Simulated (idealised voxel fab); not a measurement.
process module | voxel trench capacitor
cross-section cut | 290 nm wide | cells 5 nm
A cross-section is a grid of square cells, given in bands from the top down. A band is one or more rows of cells.
Each band's line starts with the height of the band's top and of its bottom, in nm. Then come its materials from left to right, each with its width in nm. One material with "throughout" fills the band from edge to edge. "air" is empty space.
Height 0 is the level under which the wafer as received is all one material. The lowest band goes on downwards, as in "0 down".
A width such as "30 to 40" changes by the same amount from each row of cells to the next, from the band's top row to its bottom row.
"no change" after a step means that no cell of the cross-section changed.
closed voids: empty space of 8 cells or more with no open way to the top, each as width x height at its distance from the left edge, in nm
after a step's settings: what the simulator itself notes on the step
overlay nm, on a step with a mask: how far to the right of its planned place the mask lay; to the left if negative
plan
1 op RECEIVE | material Si
2 op CONFORMAL_DEP | material SiN | thk nm 5
3 op DIRECTIONAL_DEP | material aC | thk nm 10
4 op PATTERN | tone open | mask id TRENCH | material resist | width nm 25 | pitch nm 50 | thk nm 25 | overlay nm 0
5 op DIRECTIONAL_ETCH | etch materials aC | depth nm 10
6 op STRIP | etch materials resist
7 op DIRECTIONAL_ETCH | etch materials SiN | depth nm 5
8 op DIRECTIONAL_ETCH | etch materials Si | depth nm 30
9 op STRIP | etch materials aC
10 op CONFORMAL_DEP | material SiO2 | thk nm 5
11 op FILL_DEP | material polySi | thk nm 10
12 op CMP | height nm 5
as received, after step 1
  0 down: Si throughout
  closed voids: none
first wafer at the end, as planned
  5 to 0: SiN 55 | SiO2 5 | polySi 15 | SiO2 5 | SiN 25 | SiO2 5 | polySi 15 | SiO2 5 | SiN 25 | SiO2 5 | polySi 15 | SiO2 5 | SiN 25 | SiO2 5 | polySi 15 | SiO2 5 | SiN 60
  0 to -25: Si 55 | SiO2 5 | polySi 15 | SiO2 5 | Si 25 | SiO2 5 | polySi 15 | SiO2 5 | Si 25 | SiO2 5 | polySi 15 | SiO2 5 | Si 25 | SiO2 5 | polySi 15 | SiO2 5 | Si 60
  -25 to -30: Si 55 | SiO2 25 | Si 25 | SiO2 25 | Si 25 | SiO2 25 | Si 25 | SiO2 25 | Si 60
  -30 down: Si throughout
  closed voids: none
second wafer at the end: like start, like plan, one mistake
  5 to 0: SiN 55 | SiO2 5 | aC 15 | SiO2 5 | SiN 25 | SiO2 5 | aC 15 | SiO2 5 | SiN 25 | SiO2 5 | aC 15 | SiO2 5 | SiN 25 | SiO2 5 | aC 15 | SiO2 5 | SiN 60
  0 to -25: Si 55 | SiO2 5 | aC 15 | SiO2 5 | Si 25 | SiO2 5 | aC 15 | SiO2 5 | Si 25 | SiO2 5 | aC 15 | SiO2 5 | Si 25 | SiO2 5 | aC 15 | SiO2 5 | Si 60
  -25 to -30: Si 55 | SiO2 25 | Si 25 | SiO2 25 | Si 25 | SiO2 25 | Si 25 | SiO2 25 | Si 60
  -30 down: Si throughout
  closed voids: none
what went wrong: step 11 ran as: op FILL_DEP | material aC | thk nm 10
at the end the second wafer has, in cells: 72 more of aC | 72 fewer of polySi
